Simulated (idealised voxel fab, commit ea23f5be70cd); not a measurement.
Process module, titled voxel spacer lines
Xsec cut, 175 nm wide, square cell size 5 nm.
Heads up, the way a cross-section reads in here is a grid of square cells, handed over as bands from the top down, with every band being one or more rows of cells.
For a band, the entry starts with two heights in nm, that of the top and then that of the bottom, and carries on with the band's materials in order from left to right, each alongside its width in nm; the word "edge to edge" beside a single material means it fills the band edge to edge, and "blank" means empty space.
Below 0: as-received wafer, all one material; heights counted from there. Lowest band: no bottom, goes on down, written "0 down".
A two-number width, for instance "30->40", indicates that the width is equal to the first number in the top row of the band and to the second number in the bottom row, and that it changes by a constant amount per row of cells.
"left unchanged" for a step: no cell of the cross-section changed in that step.
Basically, "Fully sealed voids" tells you about the enclosed voids: empty spaces with no open way to the top, 8 cells or bigger, each written width x height at distance, where distance is from the left edge, all in nm.
Whatever follows a step's settings on its line is a remark the simulator itself makes about that step.
What "overlay nm" on a step's line means: if the step has a mask, that mask lay this far to the right of its planned place, or, when the value is negative, to the left.

Steps planned for the process:
| 1 | RECEIVE,material Si |
| 2 | CONFORMAL_DEP,material Al2O3,thk nm 10 |
| 3 | DIRECTIONAL_DEP,material W,thk nm 15 |
| 4 | DIRECTIONAL_DEP,material polySi,thk nm 30 |
| 5 | PATTERN,tone cover,mask id MANDREL,material resist,width nm 15,pitch nm 50,thk nm 35,overlay nm 0 |
| 6 | DIRECTIONAL_ETCH,etch materials polySi,depth nm 30 |
| 7 | STRIP,etch materials resist |
| 8 | CONFORMAL_DEP,material SiO2,thk nm 10 |
| 9 | DIRECTIONAL_ETCH,etch materials SiO2,depth nm 10 |
| 10 | STRIP,etch materials polySi |
| 11 | DIRECTIONAL_ETCH,etch materials W,depth nm 15 |
| 12 | STRIP,etch materials SiO2 |
| 13 | FILL_DEP,material lowk,thk nm 10 |
| 14 | CMP,height nm 25 |

Cross-section, incoming material, after step 1:
* 0 down: Si edge to edge
* Fully sealed voids: none

A wafer at the end: this start, this plan, one mistake:
* 25 to 15: lowk edge to edge
* 15 to 0: lowk 20 nm, W 10 nm, lowk 15 nm, W 10 nm, lowk 15 nm, W 10 nm, lowk 15 nm, W 10 nm, lowk 15 nm, W 10 nm, lowk 15 nm, W 10 nm, lowk 20 nm
* 0 down: Si edge to edge
* Fully sealed voids: none
What was the processing mistake? not run: step 2 of the plan (skipped)
